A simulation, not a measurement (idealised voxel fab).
process module | voxel wiring stack
Shown is cross-section cut, with a width of 275 nm and square cells of size 5 nm.
A cross-section is a grid of square cells, given in bands from the top down. A band is one or more rows of cells.
Band: top height; bottom height; in nm. Then, left to right: material with width in nm, for each material. "edge to edge": a single material spanning edge to edge. "air": empty space.
We count height from 0. Below that, the starting wafer is all one material. The lowest band never ends at the bottom but goes on down; see "0 down" for how that is written.
Read "30->40" as a graded width: first number on top, second number at the bottom, same change between each pair of neighbouring rows.
A step reported as "stayed the same" is a step in which no cell of the cross-section changed.
Reported under the label "Sealed internal voids" are the empty spaces having no open way to the top and comprising 8 cells or more; the notation for each is width x height at distance, in which the distance is measured from the left edge and all three values are in nm.
Whatever follows a step's settings on its line is a remark the simulator itself makes about that step.
overlay nm: where the mask lay relative to plan, measured to the right, on steps with a mask; negatives go left.

**So here's the lineup of process steps we planned**
1. RECEIVE, material Si
2. CONFORMAL_DEP, material SiO2, thk nm 10
3. DIRECTIONAL_DEP, material TiN, thk nm 5
4. DIRECTIONAL_DEP, material W, thk nm 25
5. PATTERN, tone cover, mask id METAL_1, material resist, width nm 20, pitch nm 35, thk nm 15, overlay nm 0
6. DIRECTIONAL_ETCH, etch materials W, depth nm 25
7. DIRECTIONAL_ETCH, etch materials TiN, depth nm 5
8. STRIP, etch materials resist
9. FILL_DEP, material lowk, thk nm 5
10. CMP, height nm 40
11. CONFORMAL_DEP, material SiCN, thk nm 5
12. DIRECTIONAL_DEP, material SiO2, thk nm 15
13. PATTERN, tone open, mask id PLUG_1, material resist, width nm 15, pitch nm 70, thk nm 20, overlay nm 0
14. DIRECTIONAL_ETCH, etch materials SiO2, depth nm 15
15. DIRECTIONAL_ETCH, etch materials SiCN, depth nm 5
16. STRIP, etch materials resist
17. EPI, material Ru, thk nm 10
18. EPI, material Ru, thk nm 10
19. DIRECTIONAL_DEP, material TiN, thk nm 5
20. DIRECTIONAL_DEP, material W, thk nm 25
21. DIRECTIONAL_DEP, material aC, thk nm 15
22. PATTERN, tone cover, mask id METAL_2, material resist, width nm 20, pitch nm 35, thk nm 30, overlay nm 0
23. DIRECTIONAL_ETCH, etch materials aC, depth nm 15
24. STRIP, etch materials resist
25. DIRECTIONAL_ETCH, etch materials W, depth nm 25
26. DIRECTIONAL_ETCH, etch materials TiN, depth nm 5
27. STRIP, etch materials aC
28. FILL_DEP, material lowk, thk nm 5
29. CMP, height nm 90
30. CONFORMAL_DEP, material SiCN, thk nm 5
31. DIRECTIONAL_DEP, material SiO2, thk nm 10
32. DIRECTIONAL_DEP, material aC, thk nm 10
33. PATTERN, tone open, mask id PLUG_2, material resist, width nm 15, pitch nm 70, thk nm 25, overlay nm 0
34. DIRECTIONAL_ETCH, etch materials aC, depth nm 10
35. STRIP, etch materials resist
36. DIRECTIONAL_ETCH, etch materials SiO2, depth nm 10
37. DIRECTIONAL_ETCH, etch materials SiCN, depth nm 5
38. STRIP, etch materials aC
39. CONFORMAL_DEP, material TiN, thk nm 5
40. FILL_DEP, material Ru, thk nm 5
41. CMP, height nm 105
42. CONFORMAL_DEP, material SiN, thk nm 5
43. DIRECTIONAL_DEP, material SiO2, thk nm 15
44. PATTERN, tone open, mask id METAL_3, material resist, width nm 20, pitch nm 35, thk nm 20, overlay nm 0
45. DIRECTIONAL_ETCH, etch materials SiO2, depth nm 15
46. DIRECTIONAL_ETCH, etch materials SiN, depth nm 5
47. STRIP, etch materials resist
48. CONFORMAL_DEP, material TiN, thk nm 5
49. FILL_DEP, material Cu, thk nm 10
50. CMP, height nm 125
51. EPI, material Ru, thk nm 5
52. FILL_DEP, material SiCN, thk nm 5

**Cross-section of the incoming wafer, state after step 1**
    0 down: Si edge to edge
    Sealed internal voids: none

**The first of two wafers, cross-sectioned at the end of the module, with the run proceeding as planned**
    135 to 130: SiCN edge to edge
    130 to 125: SiCN: 85, then Ru: 30, then SiCN: 5, then Ru: 30, then SiCN: 5, then Ru: 30, then SiCN: 90
    125 to 110: SiO2: 90, then TiN: 5, then Cu: 10, then TiN: 5, then SiO2: 15, then TiN: 5, then Cu: 10, then TiN: 5, then SiO2: 15, then TiN: 5, then Cu: 10, then TiN: 5, then SiO2: 95
    110 to 105: SiN: 90, then TiN: 20, then SiN: 15, then TiN: 20, then SiN: 15, then TiN: 20, then SiN: 95
    105 to 95: SiO2: 90, then TiN: 5, then Ru: 5, then TiN: 5, then SiO2: 55, then TiN: 5, then Ru: 5, then TiN: 5, then SiO2: 100
    95 to 90: SiCN: 90, then TiN: 15, then SiCN: 55, then TiN: 15, then SiCN: 100
    90 to 65: lowk: 90, then W: 20, then lowk: 15, then W: 20, then lowk: 15, then W: 20, then lowk: 95
    65 to 60: lowk: 90, then TiN: 20, then lowk: 15, then TiN: 20, then lowk: 15, then TiN: 20, then lowk: 95
    60 to 45: SiO2: 90, then Ru: 15, then SiO2: 55, then Ru: 15, then SiO2: 100
    45 to 40: SiCN: 90, then Ru: 15, then SiCN: 55, then Ru: 15, then SiCN: 100
    40 to 15: lowk: 90, then W: 20, then lowk: 15, then W: 20, then lowk: 15, then W: 20, then lowk: 95
    15 to 10: lowk: 90, then TiN: 20, then lowk: 15, then TiN: 20, then lowk: 15, then TiN: 20, then lowk: 95
    10 to 0: SiO2 edge to edge
    0 down: Si edge to edge
    Sealed internal voids: none

**This is the second of the two wafers, cross-sectioned at the end of the module; it started exactly like the first and was given the same plan, but it was run with one mistake**
    135 to 130: SiCN edge to edge
    130 to 125: SiCN: 85, then Ru: 30, then SiCN: 5, then Ru: 30, then SiCN: 5, then Ru: 30, then SiCN: 90
    125 to 110: SiO2: 90, then TiN: 5, then Cu: 10, then TiN: 5, then SiO2: 15, then TiN: 5, then Cu: 10, then TiN: 5, then SiO2: 15, then TiN: 5, then Cu: 10, then TiN: 5, then SiO2: 95
    110 to 105: SiN: 90, then TiN: 20, then SiN: 15, then TiN: 20, then SiN: 15, then TiN: 20, then SiN: 95
    105 to 95: SiO2: 90, then TiN: 5, then Ru: 5, then TiN: 5, then SiO2: 55, then TiN: 5, then Ru: 5, then TiN: 5, then SiO2: 100
    95 to 90: SiCN: 90, then TiN: 15, then SiCN: 55, then TiN: 15, then SiCN: 100
    90 to 80: lowk: 90, then W: 20, then lowk: 15, then W: 20, then lowk: 15, then W: 20, then lowk: 95
    80 to 75: lowk: 90, then W: 15, then TiN: 5, then lowk: 15, then TiN: 20, then lowk: 15, then W: 15, then TiN: 5, then lowk: 95
    75 to 65: SiO2: 90, then W: 15, then SiO2: 55, then W: 15, then SiO2: 100
    65 to 60: SiO2: 90, then TiN: 15, then SiO2: 55, then TiN: 15, then SiO2: 100
    60 to 45: SiO2 edge to edge
    45 to 40: SiCN edge to edge
    40 to 15: lowk: 90, then W: 20, then lowk: 15, then W: 20, then lowk: 15, then W: 20, then lowk: 95
    15 to 10: lowk: 90, then TiN: 20, then lowk: 15, then TiN: 20, then lowk: 15, then TiN: 20, then lowk: 95
    10 to 0: SiO2 edge to edge
    0 down: Si edge to edge
    Sealed internal voids: none
Nonconformance to the process plan: the plan's step 12 ran twice
Final tally in cells, some materials are higher or lower on the second wafer than on the first: Ru -24; SiCN +6; SiO2 +165; W -18; lowk -129
